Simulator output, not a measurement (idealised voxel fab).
The process module that follows is named voxel fin reveal.
The width of the displayed cross-section, cut, is 165 nm; its cells are square, with a size of 5 nm.
Cross-section, as written here: a square-cell grid given band by band from the top down, where a band holds one or more rows of cells. In this notation a band is specified by the heights of its top and bottom, in that order and in nm, after which its materials appear from left to right, each paired with its width in nm. The word "everywhere" attached to a single material means that material fills the band from edge to edge; the word "air" stands for empty space. Below 0: as-received wafer, all one material; heights counted from there. Lowest band: no bottom, goes on down, written "0 down". Read "30 to 40" as a graded width: first number on top, second number at the bottom, same change between each pair of neighbouring rows. The cross-section has no changed cell in any step marked "no modification". So "Enclosed void entries" is basically the list of trapped voids: any empty space of 8 cells or more that can't reach the top through an opening. They're written width x height at distance, the distance being from the left edge, and it's all nm. On a step's line, text after the settings is the simulator commenting on that step. overlay nm: mask offset rightward from planned place, masked step; negative means leftward offset.
### Listed below are the process steps as planned
1,RECEIVE (material Si)
2,CONFORMAL_DEP (material SiN; thk nm 5)
3,MASKED_ETCH (tone cover; mask id FINS; width nm 15; pitch nm 40; etch materials SiN; depth nm 5; overlay nm 0)
4,MASKED_ETCH (tone cover; mask id FINS; width nm 15; pitch nm 40; etch materials Si; depth nm 40; overlay nm 0)
5,OXIDIZE (depth nm 5)
6,FILL_DEP (material SiO2; thk nm 10)
7,CMP (height nm 5)
8,SELECTIVE_ETCH (etch materials SiO2; depth nm 25)
9,STRIP (etch materials SiN)
10,CONFORMAL_DEP (material SiO2; thk nm 5)
### Wafer cross-section on receipt, i.e. after step 1
  0 down = Si everywhere
  Enclosed void entries: none
### Starting wafer: above. Plan: above. Run: one mistake. Cross-section after the module: below
  5 to 0 = air: 60 / SiO2: 15 / air: 25 / SiO2: 15 / air: 50
  0 to -5 = air: 55 / SiO2: 10 / Si: 5 / SiO2: 5 / air: 20 / SiO2: 10 / Si: 5 / SiO2: 5 / air: 50
  -5 to -15 = air: 55 / SiO2: 5 / Si: 10 / SiO2: 5 / air: 20 / SiO2: 5 / Si: 10 / SiO2: 5 / air: 50
  -15 to -45 = SiO2: 60 / Si: 10 / SiO2: 30 / Si: 10 / SiO2: 55
  -45 down = Si everywhere
  Enclosed void entries: none
Misprocessing identified: step 3 went in with a setting other than planned; the actual run was MASKED_ETCH (tone cover; mask id FINS; width nm 15; pitch nm 40; etch materials SiN; depth nm 5; overlay nm 5)
